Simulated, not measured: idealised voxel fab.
process module | voxel transistor to metal
cross-section cut | 215 nm wide | cells 5 nm
A cross-section is a grid of square cells, given in bands from the top down. A band is one or more rows of cells.
Each band's line starts with the height of the band's top and of its bottom, in nm. Then come its materials from left to right, each with its width in nm. One material with "throughout" fills the band from edge to edge. "air" is empty space.
Height 0 is the level under which the wafer as received is all one material. The lowest band goes on downwards, as in "0 down".
A width such as "30 to 40" changes by the same amount from each row of cells to the next, from the band's top row to its bottom row.
"no change" after a step means that no cell of the cross-section changed.
closed voids: empty space of 8 cells or more with no open way to the top, each as width x height at its distance from the left edge, in nm
after a step's settings: what the simulator itself notes on the step
overlay nm, on a step with a mask: how far to the right of its planned place the mask lay; to the left if negative
plan
1 op RECEIVE | material Si
2 op OXIDIZE | depth nm 5
3 op CONFORMAL_DEP | material SiN | thk nm 15
4 op MASKED_ETCH | tone cover | mask id ACTIVE | width nm 105 | etch materials SiN | depth nm 15 | overlay nm 0
5 op MASKED_ETCH | tone cover | mask id ACTIVE | width nm 105 | etch materials SiO2 | depth nm 5 | overlay nm 0
6 op MASKED_ETCH | tone cover | mask id ACTIVE | width nm 105 | etch materials Si | depth nm 25 | overlay nm 0
7 op OXIDIZE | depth nm 5
8 op FILL_DEP | material SiO2 | thk nm 15
9 op CMP | height nm 15
10 op SELECTIVE_ETCH | etch materials SiO2 | depth nm 10
11 op STRIP | etch materials SiN
12 op SELECTIVE_ETCH | etch materials SiO2 | depth nm 5
13 op OXIDIZE | depth nm 5
14 op DIRECTIONAL_DEP | material polySi | thk nm 25
15 op DIRECTIONAL_DEP | material SiCN | thk nm 10
16 op PATTERN | tone cover | mask id GATE | material resist | width nm 15 | thk nm 15 | overlay nm 0
17 op DIRECTIONAL_ETCH | etch materials SiCN | depth nm 20
18 op DIRECTIONAL_ETCH | etch materials polySi | depth nm 35
19 op STRIP | etch materials resist
20 op CONFORMAL_DEP | material SiO2 | thk nm 5
21 op DIRECTIONAL_ETCH | etch materials SiO2 | depth nm 5
22 op CONFORMAL_DEP | material SiN | thk nm 10
23 op DIRECTIONAL_ETCH | etch materials SiN | depth nm 10
24 op DIRECTIONAL_ETCH | etch materials SiO2 | depth nm 5
25 op DIRECTIONAL_ETCH | etch materials Si | depth nm 5
26 op EPI | material nSi | thk nm 10
27 op FILL_DEP | material SiO2 | thk nm 10
28 op CMP | height nm 30
29 op DIRECTIONAL_DEP | material SiO2 | thk nm 10
30 op MASKED_ETCH | tone open | mask id CONTACT | width nm 20 | pitch nm 75 | etch materials SiO2 | depth nm 40 | overlay nm 0
31 op CONFORMAL_DEP | material TiN | thk nm 5
32 op FILL_DEP | material W | thk nm 10
33 op CMP | height nm 40
34 op DIRECTIONAL_DEP | material TiN | thk nm 5
35 op DIRECTIONAL_DEP | material W | thk nm 15
36 op MASKED_ETCH | tone cover | mask id METAL_1 | width nm 20 | pitch nm 75 | etch materials W | depth nm 15 | overlay nm 0
37 op MASKED_ETCH | tone cover | mask id METAL_1 | width nm 20 | pitch nm 75 | etch materials TiN | depth nm 5 | overlay nm 0
38 op CONFORMAL_DEP | material SiN | thk nm 5
39 op FILL_DEP | material lowk | thk nm 10
40 op CMP | height nm 60
41 op CONFORMAL_DEP | material SiCN | thk nm 5
42 op DIRECTIONAL_DEP | material SiO2 | thk nm 35
43 op PATTERN | tone open | mask id METAL_2_HOLES | material resist | width nm 15 | pitch nm 75 | thk nm 20 | overlay nm 0
44 op DIRECTIONAL_ETCH | etch materials SiO2 | depth nm 35
45 op STRIP | etch materials resist
46 op DIRECTIONAL_DEP | material aC | thk nm 15
47 op PATTERN | tone open | mask id METAL_2 | material resist | width nm 20 | pitch nm 75 | thk nm 30 | overlay nm 0
48 op DIRECTIONAL_ETCH | etch materials aC | depth nm 15
49 op STRIP | etch materials resist
50 op DIRECTIONAL_ETCH | etch materials SiO2 | depth nm 20
51 op DIRECTIONAL_ETCH | etch materials SiCN | depth nm 5
52 op STRIP | etch materials aC
53 op CONFORMAL_DEP | material TiN | thk nm 5
54 op FILL_DEP | material Ru | thk nm 10
55 op CMP | height nm 100
56 op CONFORMAL_DEP | material SiN | thk nm 5
as received, after step 1
  0 down: Si throughout
  closed voids: none
first wafer at the end, as planned
  105 to 100: SiN throughout
  100 to 85: SiO2 60 | TiN 5 | Ru 10 | TiN 5 | SiO2 55 | TiN 5 | Ru 10 | TiN 5 | SiO2 60
  85 to 80: SiO2 60 | TiN 5 | Ru 5 | TiN 10 | SiO2 55 | TiN 5 | Ru 5 | TiN 10 | SiO2 60
  80 to 65: SiO2 60 | TiN 5 | Ru 5 | TiN 5 | SiO2 60 | TiN 5 | Ru 5 | TiN 5 | SiO2 65
  65 to 60: SiCN 60 | TiN 15 | SiCN 60 | TiN 15 | SiCN 65
  60 to 45: lowk 55 | SiN 5 | W 20 | SiN 5 | lowk 45 | SiN 5 | W 20 | SiN 5 | lowk 55
  45 to 40: SiN 60 | TiN 20 | SiN 55 | TiN 20 | SiN 60
  40 to 30: SiO2 60 | TiN 5 | W 10 | TiN 5 | SiO2 55 | TiN 5 | W 10 | TiN 5 | SiO2 60
  30 to 20: SiO2 60 | TiN 5 | W 10 | TiN 5 | SiO2 5 | SiN 10 | SiO2 5 | SiCN 15 | SiO2 5 | SiN 10 | SiO2 5 | TiN 5 | W 10 | TiN 5 | SiO2 60
  20 to 5: SiO2 60 | TiN 5 | W 10 | TiN 5 | SiO2 5 | SiN 10 | SiO2 5 | polySi 15 | SiO2 5 | SiN 10 | SiO2 5 | TiN 5 | W 10 | TiN 5 | SiO2 60
  5 to 0: SiO2 60 | TiN 20 | SiO2 5 | SiN 10 | SiO2 5 | polySi 15 | SiO2 5 | SiN 10 | SiO2 5 | TiN 20 | SiO2 60
  0 to -5: SiO2 55 | SiN 10 | nSi 20 | SiN 10 | SiO2 5 | polySi 15 | SiO2 5 | SiN 10 | nSi 20 | SiN 10 | SiO2 55
  -5 to -10: SiO2 65 | nSi 20 | SiO2 45 | nSi 20 | SiO2 65
  -10 to -15: SiO2 60 | Si 5 | nSi 20 | Si 45 | nSi 20 | Si 5 | SiO2 60
  -15 to -35: SiO2 60 | Si 95 | SiO2 60
  -35 down: Si throughout
  closed voids: none
second wafer at the end: like start, like plan, one mistake
  105 to 100: SiN throughout
  100 to 85: SiO2 60 | TiN 5 | Ru 10 | TiN 5 | SiO2 55 | TiN 5 | Ru 10 | TiN 5 | SiO2 60
  85 to 80: SiO2 60 | TiN 5 | Ru 5 | TiN 10 | SiO2 55 | TiN 5 | Ru 5 | TiN 10 | SiO2 60
  80 to 65: SiO2 60 | TiN 5 | Ru 5 | TiN 5 | SiO2 60 | TiN 5 | Ru 5 | TiN 5 | SiO2 65
  65 to 60: SiCN 60 | TiN 15 | SiCN 60 | TiN 15 | SiCN 65
  60 to 45: lowk 55 | SiN 5 | W 20 | SiN 5 | lowk 45 | SiN 5 | W 20 | SiN 5 | lowk 55
  45 to 40: SiN 60 | TiN 20 | SiN 55 | TiN 20 | SiN 60
  40 to 30: SiO2 60 | TiN 5 | W 10 | TiN 5 | SiO2 55 | TiN 5 | W 10 | TiN 5 | SiO2 60
  30 to 20: SiO2 60 | TiN 5 | W 10 | TiN 5 | SiO2 10 | SiN 10 | SiCN 15 | SiN 10 | SiO2 10 | TiN 5 | W 10 | TiN 5 | SiO2 60
  20 to 5: SiO2 60 | TiN 5 | W 10 | TiN 5 | SiO2 10 | SiN 10 | polySi 15 | SiN 10 | SiO2 10 | TiN 5 | W 10 | TiN 5 | SiO2 60
  5 to 0: SiO2 60 | TiN 20 | SiO2 10 | SiN 10 | polySi 15 | SiN 10 | SiO2 10 | TiN 20 | SiO2 60
  0 to -5: SiO2 80 | nSi 10 | SiN 10 | polySi 15 | SiN 10 | nSi 10 | SiO2 80
  -5 to -10: SiO2 50 | SiN 10 | nSi 30 | SiN 10 | SiO2 15 | SiN 10 | nSi 30 | SiN 10 | SiO2 50
  -10 to -15: SiO2 60 | nSi 30 | Si 35 | nSi 30 | SiO2 60
  -15 to -35: SiO2 60 | Si 95 | SiO2 60
  -35 down: Si throughout
  closed voids: none
what went wrong: step 20 was left out
at the end the second wafer has, in cells: 4 fewer of Si | 4 more of SiN | 4 fewer of SiO2 | 4 more of nSi
